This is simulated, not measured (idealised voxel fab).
Presented below is a process module, voxel released beams.
In the cross-section labelled cut, the width is 220 nm and each square cell is 5 nm.
Notation: cross-section as square-cell grid; stated in bands, top first, going down; one or more cell rows per band.
Per band: top height and bottom height in nm, followed by the left-to-right materials and their widths in nm; "all across" marks a single material spanning edge to edge, "empty" marks empty space.
Heads up on the height convention: 0 is the point under which the incoming wafer is all one material, and the lowest band has no bottom, it just keeps going down, like "from 0 down".
Quick explanation for "30->40": the width changes in equal steps down the rows of cells, from the first number in the band's top row to the second number in its bottom row.
The cross-section has no changed cell in any step marked "identical to before".
"Closed empty spaces" - sealed voids, min. 8 cells, no opening to top; format: width x height at distance (distance from left edge; nm throughout).
On a step's line, text after the settings is the simulator commenting on that step.
A step line may carry the setting "overlay nm", which, for steps involving a mask, states the distance by which the mask lay to the right of its intended position; negative values denote displacement to the left.
Guide to the pairs. Each holds a before and an after cross-section around one process step; the after cross-section is cut off at the lowest band that changed. Look under the pair for the step between them and its settings. Pairs can come from different runs of this module on the same starting wafer, so a pair follows on from the one above it only where its entry headed "Incoming structure" says it does.
Incoming structure
from 0 down | Si all across
Closed empty spaces: none
Post-Process Section
from 5 to 0 | SiN all across
Whatever lies below 0 is exactly as it was before.
Closed empty spaces: none
Which process step falls between the two cross-sections above? op CONFORMAL_DEP | material SiN | thk nm 5
Incoming structure: The cross-section prior to this step is the one presented after the step of the pair immediately above.
Post-Process Section
from 25 to 5 | SiO2 all across
Whatever lies below 5 is exactly as it was before.
Closed empty spaces: none
Which process step falls between the two cross-sections above? op DIRECTIONAL_DEP | material SiO2 | thk nm 20
Incoming structure: The cross-section prior to this step is the one presented after the step of the pair immediately above.
Post-Process Section
from 45 to 25 | resist (65)  empty (45)  resist (110)
Whatever lies below 25 is exactly as it was before.
Closed empty spaces: none
Which process step falls between the two cross-sections above? op PATTERN | tone open | mask id ANCHOR | material resist | width nm 45 | thk nm 20 | overlay nm 0
Incoming structure: The cross-section prior to this step is the one presented after the step of the pair immediately above.
Post-Process Section
from 45 to 25 | resist (65)  empty (45)  resist (110)
from 25 to 5 | SiO2 (65)  empty (45)  SiO2 (110)
Whatever lies below 5 is exactly as it was before.
Closed empty spaces: none
Which process step falls between the two cross-sections above? op DIRECTIONAL_ETCH | etch materials SiO2 | depth nm 20
Incoming structure: The cross-section prior to this step is the one presented after the step of the pair immediately above.
Post-Process Section
from 25 to 5 | SiO2 (65)  empty (45)  SiO2 (110)
Whatever lies below 5 is exactly as it was before.
Closed empty spaces: none
Which process step falls between the two cross-sections above? op STRIP | etch materials resist
Incoming structure: The cross-section prior to this step is the one presented after the step of the pair immediately above.
Post-Process Section
from 40 to 25 | W (80)  empty (15)  W (125)
from 25 to 20 | SiO2 (65)  W (15)  empty (15)  W (15)  SiO2 (110)
from 20 to 5 | SiO2 (65)  W (45)  SiO2 (110)
Whatever lies below 5 is exactly as it was before.
Closed empty spaces: none
Which process step falls between the two cross-sections above? op CONFORMAL_DEP | material W | thk nm 15
Incoming structure: The cross-section prior to this step is the one presented after the step of the pair immediately above.
Post-Process Section
from 60 to 40 | empty (60)  resist (95)  empty (65)
from 40 to 25 | W (80)  resist (15)  W (125)
from 25 to 20 | SiO2 (65)  W (15)  resist (15)  W (15)  SiO2 (110)
Whatever lies below 20 is exactly as it was before.
Closed empty spaces: none
Which process step falls between the two cross-sections above? op PATTERN | tone cover | mask id BEAM | material resist | width nm 95 | thk nm 20 | overlay nm 0
Incoming structure: The cross-section prior to this step is the one presented after the step of the pair immediately above.
Post-Process Section
from 60 to 40 | empty (60)  resist (95)  empty (65)
from 40 to 25 | empty (60)  W (20)  resist (15)  W (60)  empty (65)
Whatever lies below 25 is exactly as it was before.
Closed empty spaces: none
Which process step falls between the two cross-sections above? op DIRECTIONAL_ETCH | etch materials W | depth nm 15
Incoming structure: The cross-section prior to this step is the one presented after the step of the pair immediately above.
Post-Process Section
from 40 to 25 | empty (60)  W (20)  empty (15)  W (60)  empty (65)
from 25 to 20 | SiO2 (65)  W (15)  empty (15)  W (15)  SiO2 (110)
Whatever lies below 20 is exactly as it was before.
Closed empty spaces: none
Which process step falls between the two cross-sections above? op STRIP | etch materials resist
Incoming structure: The cross-section prior to this step is the one presented after the step of the pair immediately above.
Post-Process Section
from 40 to 25 | empty (60)  W (20)  empty (15)  W (60)  empty (65)
from 25 to 20 | empty (65)  W (15)  empty (15)  W (15)  empty (110)
from 20 to 5 | empty (65)  W (45)  empty (110)
Whatever lies below 5 is exactly as it was before.
Closed empty spaces: none
Which process step falls between the two cross-sections above? op STRIP | etch materials SiO2
Incoming structure
from 0 down | Si all across
Closed empty spaces: none
Post-Process Section
from 20 to 0 | SiO2 all across
Whatever lies below 0 is exactly as it was before.
Closed empty spaces: none
Which process step falls between the two cross-sections above? op DIRECTIONAL_DEP | material SiO2 | thk nm 20
Incoming structure: The cross-section prior to this step is the one presented after the step of the pair immediately above.
Post-Process Section
from 40 to 20 | resist (65)  empty (45)  resist (110)
Whatever lies below 20 is exactly as it was before.
Closed empty spaces: none
Which process step falls between the two cross-sections above? op PATTERN | tone open | mask id ANCHOR | material resist | width nm 45 | thk nm 20 | overlay nm 0
Incoming structure: The cross-section prior to this step is the one presented after the step of the pair immediately above.
Post-Process Section
from 40 to 20 | resist (65)  empty (45)  resist (110)
from 20 to 0 | SiO2 (65)  empty (45)  SiO2 (110)
Whatever lies below 0 is exactly as it was before.
Closed empty spaces: none
Which process step falls between the two cross-sections above? op DIRECTIONAL_ETCH | etch materials SiO2 | depth nm 20
Incoming structure: The cross-section prior to this step is the one presented after the step of the pair immediately above.
Post-Process Section
from 20 to 0 | SiO2 (65)  empty (45)  SiO2 (110)
Whatever lies below 0 is exactly as it was before.
Closed empty spaces: none
Which process step falls between the two cross-sections above? op STRIP | etch materials resist
Incoming structure: The cross-section prior to this step is the one presented after the step of the pair immediately above.
Post-Process Section
from 35 to 20 | W (80)  empty (15)  W (125)
from 20 to 15 | SiO2 (65)  W (15)  empty (15)  W (15)  SiO2 (110)
from 15 to 0 | SiO2 (65)  W (45)  SiO2 (110)
Whatever lies below 0 is exactly as it was before.
Closed empty spaces: none
Which process step falls between the two cross-sections above? op CONFORMAL_DEP | material W | thk nm 15
Incoming structure: The cross-section prior to this step is the one presented after the step of the pair immediately above.
Post-Process Section
from 55 to 35 | empty (60)  resist (95)  empty (65)
from 35 to 20 | W (80)  resist (15)  W (125)
from 20 to 15 | SiO2 (65)  W (15)  resist (15)  W (15)  SiO2 (110)
Whatever lies below 15 is exactly as it was before.
Closed empty spaces: none
Which process step falls between the two cross-sections above? op PATTERN | tone cover | mask id BEAM | material resist | width nm 95 | thk nm 20 | overlay nm 0
Incoming structure: The cross-section prior to this step is the one presented after the step of the pair immediately above.
Post-Process Section
from 55 to 35 | empty (60)  resist (95)  empty (65)
from 35 to 20 | empty (60)  W (20)  resist (15)  W (60)  empty (65)
Whatever lies below 20 is exactly as it was before.
Closed empty spaces: none
Which process step falls between the two cross-sections above? op DIRECTIONAL_ETCH | etch materials W | depth nm 15
Incoming structure: The cross-section prior to this step is the one presented after the step of the pair immediately above.
Post-Process Section
from 35 to 20 | empty (60)  W (20)  empty (15)  W (60)  empty (65)
from 20 to 15 | SiO2 (65)  W (15)  empty (15)  W (15)  SiO2 (110)
Whatever lies below 15 is exactly as it was before.
Closed empty spaces: none
Which process step falls between the two cross-sections above? op STRIP | etch materials resist
Incoming structure: The cross-section prior to this step is the one presented after the step of the pair immediately above.
Post-Process Section
from 35 to 20 | empty (60)  W (20)  empty (15)  W (60)  empty (65)
from 20 to 15 | empty (65)  W (15)  empty (15)  W (15)  empty (110)
from 15 to 0 | empty (65)  W (45)  empty (110)
Whatever lies below 0 is exactly as it was before.
Closed empty spaces: none
Which process step falls between the two cross-sections above? op STRIP | etch materials SiO2
Incoming structure
from 40 to 25 | W (80)  empty (15)  W (125)
from 25 to 20 | SiO2 (65)  W (15)  empty (15)  W (15)  SiO2 (110)
from 20 to 5 | SiO2 (65)  W (45)  SiO2 (110)
from 5 to 0 | SiN all across
from 0 down | Si all across
Closed empty spaces: none
Post-Process Section
from 55 to 25 | W all across
from 25 to 5 | SiO2 (65)  W (45)  SiO2 (110)
Whatever lies below 5 is exactly as it was before.
Closed empty spaces: none
Which process step falls between the two cross-sections above? op CONFORMAL_DEP | material W | thk nm 15
Incoming structure: The cross-section prior to this step is the one presented after the step of the pair immediately above.
Post-Process Section
from 75 to 55 | empty (60)  resist (95)  empty (65)
Whatever lies below 55 is exactly as it was before.
Closed empty spaces: none
Which process step falls between the two cross-sections above? op PATTERN | tone cover | mask id BEAM | material resist | width nm 95 | thk nm 20 | overlay nm 0
Incoming structure: The cross-section prior to this step is the one presented after the step of the pair immediately above.
Post-Process Section
from 75 to 55 | empty (60)  resist (95)  empty (65)
from 55 to 40 | empty (60)  W (95)  empty (65)
Whatever lies below 40 is exactly as it was before.
Closed empty spaces: none
Which process step falls between the two cross-sections above? op DIRECTIONAL_ETCH | etch materials W | depth nm 15
Incoming structure: The cross-section prior to this step is the one presented after the step of the pair immediately above.
Post-Process Section
from 55 to 40 | empty (60)  W (95)  empty (65)
Whatever lies below 40 is exactly as it was before.
Closed empty spaces: none
Which process step falls between the two cross-sections above? op STRIP | etch materials resist
Incoming structure
from 20 to 0 | SiO2 all across
from 0 down | Si all across
Closed empty spaces: none
Post-Process Section
from 25 to 20 | SiN all across
Whatever lies below 20 is exactly as it was before.
Closed empty spaces: none
Which process step falls between the two cross-sections above? op CONFORMAL_DEP | material SiN | thk nm 5
Incoming structure: The cross-section prior to this step is the one presented after the step of the pair immediately above.
Post-Process Section
from 45 to 25 | resist (65)  empty (45)  resist (110)
Whatever lies below 25 is exactly as it was before.
Closed empty spaces: none
Which process step falls between the two cross-sections above? op PATTERN | tone open | mask id ANCHOR | material resist | width nm 45 | thk nm 20 | overlay nm 0
Incoming structure: The cross-section prior to this step is the one presented after the step of the pair immediately above.
Post-Process Section
from 25 to 20 | SiN all across
Whatever lies below 20 is exactly as it was before.
Closed empty spaces: none
Which process step falls between the two cross-sections above? op STRIP | etch materials resist
Incoming structure: The cross-section prior to this step is the one presented after the step of the pair immediately above.
Post-Process Section
from 40 to 25 | W all across
Whatever lies below 25 is exactly as it was before.
Closed empty spaces: none
Which process step falls between the two cross-sections above? op CONFORMAL_DEP | material W | thk nm 15
Incoming structure: The cross-section prior to this step is the one presented after the step of the pair immediately above.
Post-Process Section
from 60 to 40 | empty (60)  resist (95)  empty (65)
Whatever lies below 40 is exactly as it was before.
Closed empty spaces: none
Which process step falls between the two cross-sections above? op PATTERN | tone cover | mask id BEAM | material resist | width nm 95 | thk nm 20 | overlay nm 0
Incoming structure: The cross-section prior to this step is the one presented after the step of the pair immediately above.
Post-Process Section
from 60 to 40 | empty (60)  resist (95)  empty (65)
from 40 to 25 | empty (60)  W (95)  empty (65)
Whatever lies below 25 is exactly as it was before.
Closed empty spaces: none
Which process step falls between the two cross-sections above? op DIRECTIONAL_ETCH | etch materials W | depth nm 15
Incoming structure: The cross-section prior to this step is the one presented after the step of the pair immediately above.
Post-Process Section
from 40 to 25 | empty (60)  W (95)  empty (65)
Whatever lies below 25 is exactly as it was before.
Closed empty spaces: none
Which process step falls between the two cross-sections above? op STRIP | etch materials resist
Incoming structure
from 25 to 5 | SiO2 (65)  empty (45)  SiO2 (110)
from 5 to 0 | SiN all across
from 0 down | Si all across
Closed empty spaces: none
Post-Process Section
from 50 to 25 | W all across
from 25 to 5 | SiO2 (65)  W (45)  SiO2 (110)
Whatever lies below 5 is exactly as it was before.
Closed empty spaces: none
Which process step falls between the two cross-sections above? op CONFORMAL_DEP | material W | thk nm 25
Incoming structure: The cross-section prior to this step is the one presented after the step of the pair immediately above.
Post-Process Section
from 70 to 50 | empty (60)  resist (95)  empty (65)
Whatever lies below 50 is exactly as it was before.
Closed empty spaces: none
Which process step falls between the two cross-sections above? op PATTERN | tone cover | mask id BEAM | material resist | width nm 95 | thk nm 20 | overlay nm 0
Incoming structure: The cross-section prior to this step is the one presented after the step of the pair immediately above.
Post-Process Section
from 70 to 50 | empty (60)  resist (95)  empty (65)
from 50 to 35 | empty (60)  W (95)  empty (65)
Whatever lies below 35 is exactly as it was before.
Closed empty spaces: none
Which process step falls between the two cross-sections above? op DIRECTIONAL_ETCH | etch materials W | depth nm 15
Incoming structure: The cross-section prior to this step is the one presented after the step of the pair immediately above.
Post-Process Section
from 50 to 35 | empty (60)  W (95)  empty (65)
Whatever lies below 35 is exactly as it was before.
Closed empty spaces: none
Which process step falls between the two cross-sections above? op STRIP | etch materials resist
Incoming structure
from 25 to 5 | SiO2 all across
from 5 to 0 | SiN all across
from 0 down | Si all across
Closed empty spaces: none
Post-Process Section
from 45 to 25 | resist (65)  empty (50)  resist (105)
Whatever lies below 25 is exactly as it was before.
Closed empty spaces: none
Which process step falls between the two cross-sections above? op PATTERN | tone open | mask id ANCHOR | material resist | width nm 50 | thk nm 20 | overlay nm 0
Incoming structure: The cross-section prior to this step is the one presented after the step of the pair immediately above.
Post-Process Section
from 45 to 25 | resist (65)  empty (50)  resist (105)
from 25 to 5 | SiO2 (65)  empty (50)  SiO2 (105)
Whatever lies below 5 is exactly as it was before.
Closed empty spaces: none
Which process step falls between the two cross-sections above? op DIRECTIONAL_ETCH | etch materials SiO2 | depth nm 20
Incoming structure: The cross-section prior to this step is the one presented after the step of the pair immediately above.
Post-Process Section
from 25 to 5 | SiO2 (65)  empty (50)  SiO2 (105)
Whatever lies below 5 is exactly as it was before.
Closed empty spaces: none
Which process step falls between the two cross-sections above? op STRIP | etch materials resist
Incoming structure: The cross-section prior to this step is the one presented after the step of the pair immediately above.
Post-Process Section
from 40 to 25 | W (80)  empty (20)  W (120)
from 25 to 20 | SiO2 (65)  W (15)  empty (20)  W (15)  SiO2 (105)
from 20 to 5 | SiO2 (65)  W (50)  SiO2 (105)
Whatever lies below 5 is exactly as it was before.
Closed empty spaces: none
Which process step falls between the two cross-sections above? op CONFORMAL_DEP | material W | thk nm 15
Incoming structure: The cross-section prior to this step is the one presented after the step of the pair immediately above.
Post-Process Section
from 60 to 40 | empty (60)  resist (95)  empty (65)
from 40 to 25 | W (80)  resist (20)  W (120)
from 25 to 20 | SiO2 (65)  W (15)  resist (20)  W (15)  SiO2 (105)
Whatever lies below 20 is exactly as it was before.
Closed empty spaces: none
Which process step falls between the two cross-sections above? op PATTERN | tone cover | mask id BEAM | material resist | width nm 95 | thk nm 20 | overlay nm 0
Incoming structure: The cross-section prior to this step is the one presented after the step of the pair immediately above.
Post-Process Section
from 60 to 40 | empty (60)  resist (95)  empty (65)
from 40 to 25 | empty (60)  W (20)  resist (20)  W (55)  empty (65)
Whatever lies below 25 is exactly as it was before.
Closed empty spaces: none
Which process step falls between the two cross-sections above? op DIRECTIONAL_ETCH | etch materials W | depth nm 15
Incoming structure: The cross-section prior to this step is the one presented after the step of the pair immediately above.
Post-Process Section
from 40 to 25 | empty (60)  W (20)  empty (20)  W (55)  empty (65)
from 25 to 20 | SiO2 (65)  W (15)  empty (20)  W (15)  SiO2 (105)
Whatever lies below 20 is exactly as it was before.
Closed empty spaces: none
Which process step falls between the two cross-sections above? op STRIP | etch materials resist
Incoming structure: The cross-section prior to this step is the one presented after the step of the pair immediately above.
Post-Process Section
from 40 to 25 | empty (60)  W (20)  empty (20)  W (55)  empty (65)
from 25 to 20 | empty (65)  W (15)  empty (20)  W (15)  empty (105)
from 20 to 5 | empty (65)  W (50)  empty (105)
Whatever lies below 5 is exactly as it was before.
Closed empty spaces: none
Which process step falls between the two cross-sections above? op STRIP | etch materials SiO2
Incoming structure
from 25 to 5 | SiO2 all across
from 5 to 0 | SiN all across
from 0 down | Si all across
Closed empty spaces: none
Post-Process Section
from 45 to 25 | resist (55)  empty (45)  resist (120)
Whatever lies below 25 is exactly as it was before.
Closed empty spaces: none
Which process step falls between the two cross-sections above? op PATTERN | tone open | mask id ANCHOR | material resist | width nm 45 | thk nm 20 | overlay nm -10
Incoming structure: The cross-section prior to this step is the one presented after the step of the pair immediately above.
Post-Process Section
from 45 to 25 | resist (55)  empty (45)  resist (120)
from 25 to 5 | SiO2 (55)  empty (45)  SiO2 (120)
Whatever lies below 5 is exactly as it was before.
Closed empty spaces: none
Which process step falls between the two cross-sections above? op DIRECTIONAL_ETCH | etch materials SiO2 | depth nm 20
Incoming structure: The cross-section prior to this step is the one presented after the step of the pair immediately above.
Post-Process Section
from 25 to 5 | SiO2 (55)  empty (45)  SiO2 (120)
Whatever lies below 5 is exactly as it was before.
Closed empty spaces: none
Which process step falls between the two cross-sections above? op STRIP | etch materials resist
Incoming structure: The cross-section prior to this step is the one presented after the step of the pair immediately above.
Post-Process Section
from 40 to 25 | W (70)  empty (15)  W (135)
from 25 to 20 | SiO2 (55)  W (15)  empty (15)  W (15)  SiO2 (120)
from 20 to 5 | SiO2 (55)  W (45)  SiO2 (120)
Whatever lies below 5 is exactly as it was before.
Closed empty spaces: none
Which process step falls between the two cross-sections above? op CONFORMAL_DEP | material W | thk nm 15
Incoming structure: The cross-section prior to this step is the one presented after the step of the pair immediately above.
Post-Process Section
from 60 to 40 | empty (60)  resist (95)  empty (65)
from 40 to 25 | W (70)  resist (15)  W (135)
from 25 to 20 | SiO2 (55)  W (15)  resist (15)  W (15)  SiO2 (120)
Whatever lies below 20 is exactly as it was before.
Closed empty spaces: none
Which process step falls between the two cross-sections above? op PATTERN | tone cover | mask id BEAM | material resist | width nm 95 | thk nm 20 | overlay nm 0
Incoming structure: The cross-section prior to this step is the one presented after the step of the pair immediately above.
Post-Process Section
from 60 to 40 | empty (60)  resist (95)  empty (65)
from 40 to 25 | empty (60)  W (10)  resist (15)  W (70)  empty (65)
Whatever lies below 25 is exactly as it was before.
Closed empty spaces: none
Which process step falls between the two cross-sections above? op DIRECTIONAL_ETCH | etch materials W | depth nm 15
Incoming structure: The cross-section prior to this step is the one presented after the step of the pair immediately above.
Post-Process Section
from 40 to 25 | empty (60)  W (10)  empty (15)  W (70)  empty (65)
from 25 to 20 | SiO2 (55)  W (15)  empty (15)  W (15)  SiO2 (120)
Whatever lies below 20 is exactly as it was before.
Closed empty spaces: none
Which process step falls between the two cross-sections above? op STRIP | etch materials resist
Incoming structure: The cross-section prior to this step is the one presented after the step of the pair immediately above.
Post-Process Section
from 40 to 25 | empty (60)  W (10)  empty (15)  W (70)  empty (65)
from 25 to 20 | empty (55)  W (15)  empty (15)  W (15)  empty (120)
from 20 to 5 | empty (55)  W (45)  empty (120)
Whatever lies below 5 is exactly as it was before.
Closed empty spaces: none
Which process step falls between the two cross-sections above? op STRIP | etch materials SiO2
Incoming structure
from 45 to 25 | resist (65)  empty (45)  resist (110)
from 25 to 5 | SiO2 (65)  empty (45)  SiO2 (110)
from 5 to 0 | SiN all across
from 0 down | Si all across
Closed empty spaces: none
Post-Process Section
from 0 down | Si all across
Closed empty spaces: none
Which process step falls between the two cross-sections above? op STRIP | etch materials SiN
Incoming structure: The cross-section prior to this step is the one presented after the step of the pair immediately above.
Post-Process Section
from 15 to 0 | W all across
Whatever lies below 0 is exactly as it was before.
Closed empty spaces: none
Which process step falls between the two cross-sections above? op CONFORMAL_DEP | material W | thk nm 15
Incoming structure: The cross-section prior to this step is the one presented after the step of the pair immediately above.
Post-Process Section
from 35 to 15 | empty (60)  resist (95)  empty (65)
Whatever lies below 15 is exactly as it was before.
Closed empty spaces: none
Which process step falls between the two cross-sections above? op PATTERN | tone cover | mask id BEAM | material resist | width nm 95 | thk nm 20 | overlay nm 0
Incoming structure: The cross-section prior to this step is the one presented after the step of the pair immediately above.
Post-Process Section
from 35 to 15 | empty (60)  resist (95)  empty (65)
from 15 to 0 | empty (60)  W (95)  empty (65)
Whatever lies below 0 is exactly as it was before.
Closed empty spaces: none
Which process step falls between the two cross-sections above? op DIRECTIONAL_ETCH | etch materials W | depth nm 15
Incoming structure: The cross-section prior to this step is the one presented after the step of the pair immediately above.
Post-Process Section
from 15 to 0 | empty (60)  W (95)  empty (65)
Whatever lies below 0 is exactly as it was before.
Closed empty spaces: none
Which process step falls between the two cross-sections above? op STRIP | etch materials resist
Incoming structure
from 25 to 5 | SiO2 all across
from 5 to 0 | SiN all across
from 0 down | Si all across
Closed empty spaces: none
Post-Process Section
from 45 to 25 | empty (65)  resist (45)  empty (110)
Whatever lies below 25 is exactly as it was before.
Closed empty spaces: none
Which process step falls between the two cross-sections above? op PATTERN | tone cover | mask id ANCHOR | material resist | width nm 45 | thk nm 20 | overlay nm 0
Incoming structure: The cross-section prior to this step is the one presented after the step of the pair immediately above.
Post-Process Section
from 45 to 25 | empty (65)  resist (45)  empty (110)
from 25 to 5 | empty (65)  SiO2 (45)  empty (110)
Whatever lies below 5 is exactly as it was before.
Closed empty spaces: none
Which process step falls between the two cross-sections above? op DIRECTIONAL_ETCH | etch materials SiO2 | depth nm 20
Incoming structure: The cross-section prior to this step is the one presented after the step of the pair immediately above.
Post-Process Section
from 25 to 5 | empty (65)  SiO2 (45)  empty (110)
Whatever lies below 5 is exactly as it was before.
Closed empty spaces: none
Which process step falls between the two cross-sections above? op STRIP | etch materials resist
Incoming structure: The cross-section prior to this step is the one presented after the step of the pair immediately above.
Post-Process Section
from 40 to 25 | empty (50)  W (75)  empty (95)
from 25 to 20 | empty (50)  W (15)  SiO2 (45)  W (15)  empty (95)
from 20 to 5 | W (65)  SiO2 (45)  W (110)
Whatever lies below 5 is exactly as it was before.
Closed empty spaces: none
Which process step falls between the two cross-sections above? op CONFORMAL_DEP | material W | thk nm 15
Incoming structure: The cross-section prior to this step is the one presented after the step of the pair immediately above.
Post-Process Section
from 60 to 40 | empty (60)  resist (95)  empty (65)
from 40 to 25 | empty (50)  W (75)  resist (30)  empty (65)
from 25 to 20 | empty (50)  W (15)  SiO2 (45)  W (15)  resist (30)  empty (65)
Whatever lies below 20 is exactly as it was before.
Closed empty spaces: none
Which process step falls between the two cross-sections above? op PATTERN | tone cover | mask id BEAM | material resist | width nm 95 | thk nm 20 | overlay nm 0
Incoming structure: The cross-section prior to this step is the one presented after the step of the pair immediately above.
Post-Process Section
from 60 to 40 | empty (60)  resist (95)  empty (65)
from 40 to 25 | empty (60)  W (65)  resist (30)  empty (65)
from 25 to 20 | empty (50)  W (15)  SiO2 (45)  W (15)  resist (30)  empty (65)
from 20 to 5 | empty (50)  W (15)  SiO2 (45)  W (45)  empty (65)
Whatever lies below 5 is exactly as it was before.
Closed empty spaces: none
Which process step falls between the two cross-sections above? op DIRECTIONAL_ETCH | etch materials W | depth nm 15
Incoming structure: The cross-section prior to this step is the one presented after the step of the pair immediately above.
Post-Process Section
from 40 to 25 | empty (60)  W (65)  empty (95)
from 25 to 20 | empty (50)  W (15)  SiO2 (45)  W (15)  empty (95)
Whatever lies below 20 is exactly as it was before.
Closed empty spaces: none
Which process step falls between the two cross-sections above? op STRIP | etch materials resist
